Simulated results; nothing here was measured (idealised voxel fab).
process module | voxel air gaps
cross-section cut | 245 nm wide | cells 5 nm
A cross-section is a grid of square cells, given in bands from the top down. A band is one or more rows of cells.
Each band's line starts with the height of the band's top and of its bottom, in nm. Then come its materials from left to right, each with its width in nm. One material with "throughout" fills the band from edge to edge. "air" is empty space.
Height 0 is the level under which the wafer as received is all one material. The lowest band goes on downwards, as in "0 down".
A width such as "30 to 40" changes by the same amount from each row of cells to the next, from the band's top row to its bottom row.
"no change" after a step means that no cell of the cross-section changed.
closed voids: empty space of 8 cells or more with no open way to the top, each as width x height at its distance from the left edge, in nm
after a step's settings: what the simulator itself notes on the step
overlay nm, on a step with a mask: how far to the right of its planned place the mask lay; to the left if negative
plan
1 op RECEIVE | material Si
2 op CONFORMAL_DEP | material SiO2 | thk nm 10
3 op CONFORMAL_DEP | material SiN | thk nm 5
4 op DIRECTIONAL_DEP | material lowk | thk nm 40
5 op DIRECTIONAL_DEP | material aC | thk nm 10
6 op PATTERN | tone open | mask id LINES | material resist | width nm 25 | pitch nm 50 | thk nm 30 | overlay nm 0
7 op DIRECTIONAL_ETCH | etch materials aC | depth nm 10
8 op STRIP | etch materials resist
9 op DIRECTIONAL_ETCH | etch materials lowk | depth nm 40
10 op STRIP | etch materials aC
11 op CONFORMAL_DEP | material TiN | thk nm 5
12 op FILL_DEP | material Ru | thk nm 5
13 op CMP | height nm 55
14 op EPI | material Ru | thk nm 10
15 op SELECTIVE_ETCH | etch materials lowk | depth nm 50
16 op CONFORMAL_DEP | material SiN | thk nm 5
as received, after step 1
  0 down: Si throughout
  closed voids: none
first wafer at the end, as planned
  70 to 65: air 45 | SiN 155 | air 45
  65 to 55: air 45 | SiN 5 | Ru 45 | SiN 5 | Ru 45 | SiN 5 | Ru 45 | SiN 5 | air 45
  55 to 50: air 45 | SiN 15 | TiN 5 | Ru 15 | TiN 5 | SiN 25 | TiN 5 | Ru 15 | TiN 5 | SiN 25 | TiN 5 | Ru 15 | TiN 5 | SiN 15 | air 45
  50 to 20: air 55 | SiN 5 | TiN 5 | Ru 15 | TiN 5 | SiN 5 | air 15 | SiN 5 | TiN 5 | Ru 15 | TiN 5 | SiN 5 | air 15 | SiN 5 | TiN 5 | Ru 15 | TiN 5 | SiN 5 | air 55
  20 to 15: SiN 60 | TiN 25 | SiN 25 | TiN 25 | SiN 25 | TiN 25 | SiN 60
  15 to 10: SiN throughout
  10 to 0: SiO2 throughout
  0 down: Si throughout
  closed voids: 15 x 30 at 90; 15 x 30 at 140
second wafer at the end: like start, like plan, one mistake
  60 to 50: SiN throughout
  50 to 10: lowk throughout
  10 to 0: SiO2 throughout
  0 down: Si throughout
  closed voids: none
what went wrong: steps 3 and 4 were swapped
at the end the second wafer has, in cells: 117 fewer of Ru | 76 fewer of SiN | 57 fewer of TiN | 392 more of lowk
closed voids at the end (first wafer, second wafer): 2, 0
